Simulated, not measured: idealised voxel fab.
Process module heading - voxel wiring stack
The cross-section shown here is cut; it is 140 nm wide and divided into square cells measuring 5 nm on a side.
Think of the cross-section as a grid of square cells. We describe it in bands, top to bottom, and each band covers one or more rows of those cells.
Heights first: top, then bottom, in nm. Then materials, left to right, each with a width in nm. "throughout" on a single material: fills the band edge to edge. "air": empty space.
It should be noted that heights are counted from 0, beneath which the wafer as supplied is of one material throughout, and that the lowest band possesses no lower boundary but continues downward, as written in "0 and below".
A width given as "30..40" starts at the first number in the band's top row and ends at the second number in its bottom row, shifting by an equal amount at every step from row to row.
Step note "all unchanged" = no cross-section cell changed.
In "Enclosed internal voids" the enclosed voids are listed, meaning empty spaces of 8 cells or larger without any opening to the top. The form is width x height at distance, distance from the left edge, units nm.
The remark found on a step's line after its settings is issued by the simulator itself and pertains to that step.
overlay nm: step with mask; distance mask lay right of planned place; negative value = left of planned place.

Steps planned for the process
1 RECEIVE | material Si
2 CONFORMAL_DEP | material SiO2 | thk nm 15
3 DIRECTIONAL_DEP | material TiN | thk nm 5
4 DIRECTIONAL_DEP | material W | thk nm 15
5 PATTERN | tone cover | mask id METAL_1 | material resist | width nm 20 | pitch nm 40 | thk nm 20 | overlay nm 0
6 DIRECTIONAL_ETCH | etch materials W | depth nm 15
7 DIRECTIONAL_ETCH | etch materials TiN | depth nm 5
8 STRIP | etch materials resist
9 FILL_DEP | material SiO2 | thk nm 5
10 CMP | height nm 35
11 CONFORMAL_DEP | material SiCN | thk nm 5
12 DIRECTIONAL_DEP | material lowk | thk nm 35
13 MASKED_ETCH | tone open | mask id METAL_2_HOLES | width nm 15 | pitch nm 40 | etch materials lowk | depth nm 35 | overlay nm 0
14 PATTERN | tone open | mask id METAL_2 | material resist | width nm 20 | pitch nm 40 | thk nm 15 | overlay nm 0
15 DIRECTIONAL_ETCH | etch materials lowk | depth nm 20
16 DIRECTIONAL_ETCH | etch materials SiCN | depth nm 5
17 STRIP | etch materials resist
18 CONFORMAL_DEP | material TiN | thk nm 5
19 FILL_DEP | material Ru | thk nm 5
20 CMP | height nm 75
21 CONFORMAL_DEP | material SiN | thk nm 5

Wafer at receipt (post step 1), cross-section
- 0 and below | Si throughout
- Enclosed internal voids: none

a wafer at the end: this start, this plan, one mistake
- 80 down to 75 | SiN throughout
- 75 down to 70 | SiCN 20 | TiN 20 | SiCN 20 | TiN 20 | SiCN 20 | TiN 20 | SiCN 20
- 70 down to 35 | lowk throughout
- 35 down to 20 | SiO2 20 | W 20 | SiO2 20 | W 20 | SiO2 20 | W 20 | SiO2 20
- 20 down to 15 | SiO2 20 | TiN 20 | SiO2 20 | TiN 20 | SiO2 20 | TiN 20 | SiO2 20
- 15 down to 0 | SiO2 throughout
- 0 and below | Si throughout
- Enclosed internal voids: none
Heads up, the wafer didn't run the way we planned it: ran 11 and 12 in swapped order versus the plan
